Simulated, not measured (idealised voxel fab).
process module | voxel self aligned contacts
cross-section cut | 275 nm wide | cells 5 nm
A cross-section is a grid of square cells, given in bands from the top down. A band is one or more rows of cells.
Each band's line starts with the height of the band's top and of its bottom, in nm. Then come its materials from left to right, each with its width in nm. One material with "throughout" fills the band from edge to edge. "air" is empty space.
Height 0 is the level under which the wafer as received is all one material. The lowest band goes on downwards, as in "0 down".
A width such as "30 to 40" changes by the same amount from each row of cells to the next, from the band's top row to its bottom row.
"no change" after a step means that no cell of the cross-section changed.
closed voids: empty space of 8 cells or more with no open way to the top, each as width x height at its distance from the left edge, in nm
after a step's settings: what the simulator itself notes on the step
overlay nm, on a step with a mask: how far to the right of its planned place the mask lay; to the left if negative
plan
1 op RECEIVE | material Si
2 op OXIDIZE | depth nm 5
3 op DIRECTIONAL_DEP | material polySi | thk nm 25
4 op DIRECTIONAL_DEP | material SiN | thk nm 15
5 op DIRECTIONAL_DEP | material aC | thk nm 10
6 op PATTERN | tone cover | mask id GATE | material resist | width nm 25 | pitch nm 65 | thk nm 25 | overlay nm 0
7 op DIRECTIONAL_ETCH | etch materials aC | depth nm 10
8 op STRIP | etch materials resist
9 op DIRECTIONAL_ETCH | etch materials SiN | depth nm 15
10 op DIRECTIONAL_ETCH | etch materials polySi | depth nm 25
11 op STRIP | etch materials aC
12 op CONFORMAL_DEP | material SiN | thk nm 5
13 op DIRECTIONAL_ETCH | etch materials SiN | depth nm 5
14 op FILL_DEP | material SiO2 | thk nm 20
15 op CMP | height nm 50
16 op DIRECTIONAL_DEP | material aC | thk nm 15
17 op PATTERN | tone open | mask id CONTACT | material resist | width nm 50 | thk nm 35 | overlay nm 0
18 op DIRECTIONAL_ETCH | etch materials aC | depth nm 15
19 op STRIP | etch materials resist
20 op DIRECTIONAL_ETCH | etch materials SiO2 | depth nm 55
21 op STRIP | etch materials aC
22 op CONFORMAL_DEP | material TiN | thk nm 5
23 op FILL_DEP | material Ru | thk nm 5
24 op CMP | height nm 50
25 op CONFORMAL_DEP | material SiN | thk nm 5
varied across the wafers: width nm of step 6. The plan shows the first wafer's value. All wafers start alike
first wafer as received, after step 1
  0 down: Si throughout
  closed voids: none
first wafer at the end, after step 25
  55 to 50: SiN throughout
  50 to 40: SiO2 110 | TiN 5 to 15 | Ru 40 to 20 | TiN 5 to 15 | SiO2 115
  40 to 25: SiO2 85 | SiN 35 | TiN 5 | Ru 20 | TiN 5 | SiN 35 | SiO2 90
  25 to 0: SiO2 85 | SiN 5 | polySi 25 | SiN 5 | TiN 5 | Ru 20 | TiN 5 | SiN 5 | polySi 25 | SiN 5 | SiO2 90
  0 to -5: SiO2 120 | TiN 30 | SiO2 125
  -5 down: Si throughout
  closed voids: none
last wafer at the end
  55 to 50: SiN throughout
  50 to 45: SiO2 110 | TiN 5 | Ru 40 | TiN 5 | SiO2 115
  45 to 40: SiO2 110 | TiN 50 | SiO2 115
  40 to 25: SiO2 75 | SiN 60 | TiN 5 | SiN 60 | SiO2 75
  25 to 0: SiO2 75 | SiN 5 | polySi 50 | SiN 5 | TiN 5 | SiN 5 | polySi 50 | SiN 5 | SiO2 75
  0 to -5: SiO2 135 | TiN 5 | SiO2 135
  -5 down: Si throughout
  closed voids: none
each wafer at the end: cells of each material gained (+) or lost (-) since it was received, then its closed voids
width nm 25 | +44 Ru | -55 Si | +117 SiN | +419 SiO2 | +30 TiN | +50 polySi | closed voids: none
width nm 30 | +35 Ru | -55 Si | +123 SiN | +412 SiO2 | +30 TiN | +60 polySi | closed voids: none
width nm 35 | +26 Ru | -55 Si | +129 SiN | +405 SiO2 | +30 TiN | +70 polySi | closed voids: none
width nm 40 | +17 Ru | -55 Si | +135 SiN | +398 SiO2 | +30 TiN | +80 polySi | closed voids: none
width nm 45 | +8 Ru | -55 Si | +141 SiN | +391 SiO2 | +30 TiN | +90 polySi | closed voids: none
width nm 50 | +8 Ru | -55 Si | +147 SiN | +384 SiO2 | +21 TiN | +100 polySi | closed voids: none
